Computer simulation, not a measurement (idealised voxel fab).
You're looking at the process module voxel fin reveal.
Cross-sectional view cut (width: 155 nm; square cell size: 5 nm).
In this document a cross-section is written as a grid of square cells. It is given as a series of bands, listed from the top down, and a band is one or more rows of cells. A band entry consists of two parts. The first gives the height of the band's top and the height of its bottom, in nm. The rest lists the band's materials from left to right, each with its width in nm. A single material labelled with the word "edge to edge" fills the band from edge to edge, and the word "empty" marks empty space. Note: height 0 marks the level under which the wafer is uniformly one material as received. Lowest band unbounded below, written "0..down". A width given as "30..40" starts at the first number in the band's top row and ends at the second number in its bottom row, shifting by an equal amount at every step from row to row. Reading "all unchanged" for a step: not a cell of the cross-section changed in it. You'll see "Closed cavity list" listing empty spaces that have no way open to the top, as long as they're 8 cells or more; the notation is width x height at distance, where the distance is from the left edge, and all of it is in nm. Where a step's line continues beyond its settings, the continuation is a remark by the simulator itself on that step. For masked steps, "overlay nm" on the step line gives how far right of plan the mask actually lay; a minus sign means it lay to the left.
-- Process steps foreseen in the plan
1 op RECEIVE | material Si
2 op CONFORMAL_DEP | material SiN | thk nm 5
3 op MASKED_ETCH | tone cover | mask id FINS | width nm 15 | pitch nm 40 | etch materials SiN | depth nm 5 | overlay nm 0
4 op MASKED_ETCH | tone cover | mask id FINS | width nm 15 | pitch nm 40 | etch materials Si | depth nm 35 | overlay nm 0
5 op OXIDIZE | depth nm 5
6 op FILL_DEP | material SiO2 | thk nm 10
7 op CMP | height nm 5
8 op SELECTIVE_ETCH | etch materials SiO2 | depth nm 30
9 op STRIP | etch materials SiN
-- as received, after step 1
* 0..down | Si edge to edge
* Closed cavity list: none
-- First of two wafers at the end of the module, shown in cross-section; run carried out as planned
* 0..-25 | 35 nm empty, then 5 nm Si, then 35 nm empty, then 5 nm Si, then 35 nm empty, then 5 nm Si, then 35 nm empty
* -25..-40 | 35 nm SiO2, then 5 nm Si, then 35 nm SiO2, then 5 nm Si, then 35 nm SiO2, then 5 nm Si, then 35 nm SiO2
* -40..down | Si edge to edge
* Closed cavity list: none
-- Wafer two (of two), end-of-module cross-section: start = wafer one, plan = wafer one, one run mistake
* -5..-25 | 35 nm empty, then 5 nm Si, then 35 nm empty, then 5 nm Si, then 35 nm empty, then 5 nm Si, then 35 nm empty
* -25..-40 | 35 nm SiO2, then 5 nm Si, then 35 nm SiO2, then 5 nm Si, then 35 nm SiO2, then 5 nm Si, then 35 nm SiO2
* -40..down | Si edge to edge
* Closed cavity list: none
what went wrong: step 2 of the plan got skipped, so it never ran
Upon completion, the second wafer contains, in terms of cells, a greater or smaller amount of certain materials than the first wafer: Si -3
